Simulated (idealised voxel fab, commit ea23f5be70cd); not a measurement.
A process module follows: voxel self aligned vias.
Cross-sectional view cut (width: 230 nm; square cell size: 5 nm).
Cross-section layout: square cells on a grid; listed as bands, top to bottom; a band spans one or more cell rows. For a band, the entry starts with two heights in nm, that of the top and then that of the bottom, and carries on with the band's materials in order from left to right, each alongside its width in nm; the word "edge to edge" beside a single material means it fills the band edge to edge, and "air" means empty space. Below 0: as-received wafer, all one material; heights counted from there. Lowest band: no bottom, goes on down, written "from 0 down". Quick explanation for "30 to 40": the width changes in equal steps down the rows of cells, from the first number in the band's top row to the second number in its bottom row. What does "stayed the same" mean for a step? It means no cell of the cross-section changed in that step. You'll see "Enclosed cavities" listing empty spaces that have no way open to the top, as long as they're 8 cells or more; the notation is width x height at distance, where the distance is from the left edge, and all of it is in nm. Read whatever lies past the settings on a step's line as the simulator's own remark about the step. "overlay nm" answers the question of how far to the right of plan the mask lay on a step that has a mask, and when it is negative the answer is to the left.

[Process steps - plan]
1) RECEIVE [material Si]
2) CONFORMAL_DEP [material SiO2] [thk nm 10]
3) CONFORMAL_DEP [material SiCN] [thk nm 5]
4) DIRECTIONAL_DEP [material SiO2] [thk nm 30]
5) MASKED_ETCH [tone open] [mask id LINES] [width nm 20] [pitch nm 50] [etch materials SiO2] [depth nm 30] [overlay nm 0]
6) CONFORMAL_DEP [material TiN] [thk nm 5]
7) FILL_DEP [material Ru] [thk nm 10]
8) CMP [height nm 45]
9) SELECTIVE_ETCH [etch materials W Ru TiN] [depth nm 10]
10) FILL_DEP [material SiN] [thk nm 10]
11) CMP [height nm 45]
12) DIRECTIONAL_DEP [material SiO2] [thk nm 15]
13) PATTERN [tone open] [mask id VIAS] [material resist] [width nm 20] [thk nm 20] [overlay nm 0]
14) DIRECTIONAL_ETCH [etch materials SiO2] [depth nm 15]
15) DIRECTIONAL_ETCH [etch materials SiN] [depth nm 10]
16) STRIP [etch materials resist]
17) CONFORMAL_DEP [material TiN] [thk nm 5]
18) FILL_DEP [material W] [thk nm 5]
19) CMP [height nm 60]
20) CONFORMAL_DEP [material SiCN] [thk nm 5]
The wafers in this document start out alike and differ in the width nm applied at step 13; the plan shows the value used for the first wafer.

[This is how the first of several wafers looked in cross-section when it arrived, which is after step 1]
	from 0 down | Si edge to edge
	Enclosed cavities: none

[Cross-section of the first of several wafers, taken after step 20, where the module ends]
	from 65 to 60 | SiCN edge to edge
	from 60 to 45 | SiO2: 80  TiN: 5  W: 10  TiN: 5  SiO2: 130
	from 45 to 40 | SiO2: 80  TiN: 5  W: 10  TiN: 5  SiO2: 30  SiN: 20  SiO2: 80
	from 40 to 35 | SiO2: 80  TiN: 20  SiO2: 30  SiN: 20  SiO2: 80
	from 35 to 20 | SiO2: 80  TiN: 5  Ru: 10  TiN: 5  SiO2: 30  TiN: 5  Ru: 10  TiN: 5  SiO2: 80
	from 20 to 15 | SiO2: 80  TiN: 20  SiO2: 30  TiN: 20  SiO2: 80
	from 15 to 10 | SiCN edge to edge
	from 10 to 0 | SiO2 edge to edge
	from 0 down | Si edge to edge
	Enclosed cavities: none

[The module's end: a cross-section of the last wafer]
	from 65 to 60 | SiCN edge to edge
	from 60 to 50 | SiO2: 70  TiN: 5  W: 35  TiN: 5  SiO2: 115
	from 50 to 45 | SiO2: 70  TiN: 15  W: 10  TiN: 20  SiO2: 115
	from 45 to 40 | SiO2: 80  TiN: 5  W: 10  TiN: 5  SiO2: 30  SiN: 20  SiO2: 80
	from 40 to 35 | SiO2: 80  TiN: 20  SiO2: 30  SiN: 20  SiO2: 80
	from 35 to 20 | SiO2: 80  TiN: 5  Ru: 10  TiN: 5  SiO2: 30  TiN: 5  Ru: 10  TiN: 5  SiO2: 80
	from 20 to 15 | SiO2: 80  TiN: 20  SiO2: 30  TiN: 20  SiO2: 80
	from 15 to 10 | SiCN edge to edge
	from 10 to 0 | SiO2 edge to edge
	from 0 down | Si edge to edge
	Enclosed cavities: none

[The following table contains a row per wafer, in which are reported, at the conclusion of the module, the cells of each material gained (+) or lost (-) since the wafer's receipt, with its closed voids given thereafter]
width nm 20 | +12 Ru | +92 SiCN | +8 SiN | +446 SiO2 | +32 TiN | +8 W | Enclosed cavities: none
width nm 25 | +12 Ru | +92 SiCN | +8 SiN | +443 SiO2 | +33 TiN | +10 W | Enclosed cavities: none
width nm 30 | +12 Ru | +92 SiCN | +8 SiN | +440 SiO2 | +34 TiN | +12 W | Enclosed cavities: none
width nm 35 | +12 Ru | +92 SiCN | +8 SiN | +437 SiO2 | +35 TiN | +14 W | Enclosed cavities: none
width nm 40 | +12 Ru | +92 SiCN | +8 SiN | +434 SiO2 | +36 TiN | +16 W | Enclosed cavities: none
width nm 45 | +12 Ru | +92 SiCN | +8 SiN | +431 SiO2 | +37 TiN | +18 W | Enclosed cavities: none
